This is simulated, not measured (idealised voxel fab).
You're looking at the process module voxel self aligned contacts.
It is cross-section cut that appears here, measuring 150 nm in width, its square cells being 5 nm in size.
If you're reading a cross-section in this doc, picture square cells in a grid; it comes to you as bands, top ones listed first down to the bottom, and a band can be one or more rows of cells. Each band's line starts with the height of the band's top and of its bottom, in nm. Then come its materials from left to right, each with its width in nm. One material with "throughout" fills the band from edge to edge. "air" is empty space. Height 0 is the level under which the wafer as received is all one material. The lowest band goes on downwards, as in "0 -> down". Width: "30..40" (first number = top row, second number = bottom row, same change from row to row of cells). Where a step carries "nothing altered", the cross-section came out of it unchanged, cell for cell. Heads up: "Sealed internal cavities" only lists the empty pockets with no open path to the top that are 8 cells or more, and it writes them as width x height at distance, distance from the left edge, in nm. Heads up: the bit after the settings on a step's line is the simulator's remark on that step. overlay nm: for a step with a mask, the amount by which the mask lay right of where it was planned; a negative amount means left of it.
Below is the list of planned process steps:
- 1: RECEIVE, material Si
- 2: CONFORMAL_DEP, material SiO2, thk nm 5
- 3: DIRECTIONAL_DEP, material polySi, thk nm 30
- 4: DIRECTIONAL_DEP, material SiN, thk nm 20
- 5: MASKED_ETCH, tone cover, mask id GATE, width nm 30, pitch nm 60, etch materials SiN, depth nm 20, overlay nm 0
- 6: MASKED_ETCH, tone cover, mask id GATE, width nm 30, pitch nm 60, etch materials polySi, depth nm 30, overlay nm 0
- 7: CONFORMAL_DEP, material SiN, thk nm 5
- 8: DIRECTIONAL_ETCH, etch materials SiN, depth nm 5
- 9: FILL_DEP, material SiO2, thk nm 20
- 10: CMP, height nm 65
- 11: DIRECTIONAL_DEP, material aC, thk nm 15
- 12: PATTERN, tone open, mask id CONTACT, material resist, width nm 40, thk nm 30, overlay nm 0
- 13: DIRECTIONAL_ETCH, etch materials aC, depth nm 15
- 14: STRIP, etch materials resist
- 15: DIRECTIONAL_ETCH, etch materials SiO2, depth nm 65
- 16: STRIP, etch materials aC
- 17: CONFORMAL_DEP, material TiN, thk nm 5
- 18: FILL_DEP, material W, thk nm 5
- 19: CMP, height nm 65
- 20: CONFORMAL_DEP, material SiN, thk nm 5
Cross-section: wafer on arrival = after step 1:
  0 -> down = Si throughout
  Sealed internal cavities: none
End-of-module cross-section of the first of two wafers, processed as planned:
  70 -> 65 = SiN throughout
  65 -> 55 = SiO2: 55 | TiN: 5..15 | W: 30..10 | TiN: 5..15 | SiO2: 55
  55 -> 35 = SiO2: 25 | SiN: 40 | TiN: 5 | W: 10 | TiN: 5 | SiN: 40 | SiO2: 25
  35 -> 5 = SiO2: 25 | SiN: 5 | polySi: 30 | SiN: 5 | TiN: 5 | W: 10 | TiN: 5 | SiN: 5 | polySi: 30 | SiN: 5 | SiO2: 25
  5 -> 0 = SiO2: 65 | TiN: 20 | SiO2: 65
  0 -> down = Si throughout
  Sealed internal cavities: none
Cross-sectional view: second of two wafers, end of module; start and plan identical to the first, one mistake in running:
  70 -> 65 = SiN throughout
  65 -> 55 = SiO2: 50 | TiN: 5..20 | W: 30..10 | TiN: 5..10 | SiO2: 60
  55 -> 35 = SiO2: 25 | SiN: 40 | TiN: 5 | W: 10 | TiN: 5 | SiN: 40 | SiO2: 25
  35 -> 5 = SiO2: 25 | SiN: 5 | polySi: 30 | SiN: 5 | TiN: 5 | W: 10 | TiN: 5 | SiN: 5 | polySi: 30 | SiN: 5 | SiO2: 25
  5 -> 0 = SiO2: 65 | TiN: 20 | SiO2: 65
  0 -> down = Si throughout
  Sealed internal cavities: none
What broke from the plan during processing? step 12 was run on a setting that differed from the plan, and what really ran there is PATTERN, tone open, mask id CONTACT, material resist, width nm 40, thk nm 30, overlay nm -5
At the close, every material occupies the same number of cells on the second wafer as on the first, only in different positions.
